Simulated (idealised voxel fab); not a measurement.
Process module, titled voxel local oxidation
Cross-section cut spans 175 nm and uses square cells 5 nm in size.
Cross-section = grid of square cells, listed top down in bands; band = one or more rows. Per band: top height and bottom height in nm, followed by the left-to-right materials and their widths in nm; "everywhere" marks a single material spanning edge to edge, "empty" marks empty space. Height 0 is the level under which the wafer as received is all one material. The lowest band goes on downwards, as in "top 0, no bottom". Width: "30..40" (first number = top row, second number = bottom row, same change from row to row of cells). Take "identical to before" at face value: in the step it is given for, the cross-section changed in none of its cells. In the "Trapped voids" entry, you get each enclosed empty space of 8 cells or more, one with no open way to the top, written width x height at distance, distance from the left edge, in nm. Step line, after settings: the simulator's comment on this step. What "overlay nm" on a step's line means: if the step has a mask, that mask lay this far to the right of its planned place, or, when the value is negative, to the left.

[Process steps (planned)]
1,op RECEIVE | material Si
2,op OXIDIZE | depth nm 5
3,op CONFORMAL_DEP | material SiN | thk nm 10
4,op PATTERN | tone cover | mask id ACTIVE | material resist | width nm 130 | thk nm 15 | overlay nm -5
5,op DIRECTIONAL_ETCH | etch materials SiN | depth nm 10
6,op STRIP | etch materials resist
7,op SELECTIVE_ETCH | etch materials SiO2 | depth nm 5
8,op OXIDIZE | depth nm 10
9,op STRIP | etch materials SiN
Among the wafers covered here, the point of difference is the overlay nm at step 4; their starting state is shared, and the plan presents the value of the first wafer.

[So this is the first of several wafers, cross-sectioned as it came to us, meaning it's at the end of step 1]
    top 0, no bottom = Si everywhere
    Trapped voids: none

[Once step 9, the last step, is complete, the module is at its end; this is the cross-section of the first of several wafers]
    top 0, bottom -5 = empty (20), then SiO2 (120), then empty (35)
    top -5, bottom -15 = SiO2 (30), then Si (100), then SiO2 (45)
    top -15, no bottom = Si everywhere
    Trapped voids: none

[Cross-section, module end, final of several wafers]
    top 0, bottom -5 = empty (35), then SiO2 (120), then empty (20)
    top -5, bottom -15 = SiO2 (45), then Si (100), then SiO2 (30)
    top -15, no bottom = Si everywhere
    Trapped voids: none

[Wafer rows, end of module: cells per material gained (+) or lost (-) since receipt; closed voids last]
overlay nm -5 | -65 Si | +54 SiO2 | Trapped voids: none
overlay nm 0 | -65 Si | +54 SiO2 | Trapped voids: none
overlay nm 5 | -65 Si | +54 SiO2 | Trapped voids: none
overlay nm 10 | -65 Si | +54 SiO2 | Trapped voids: none
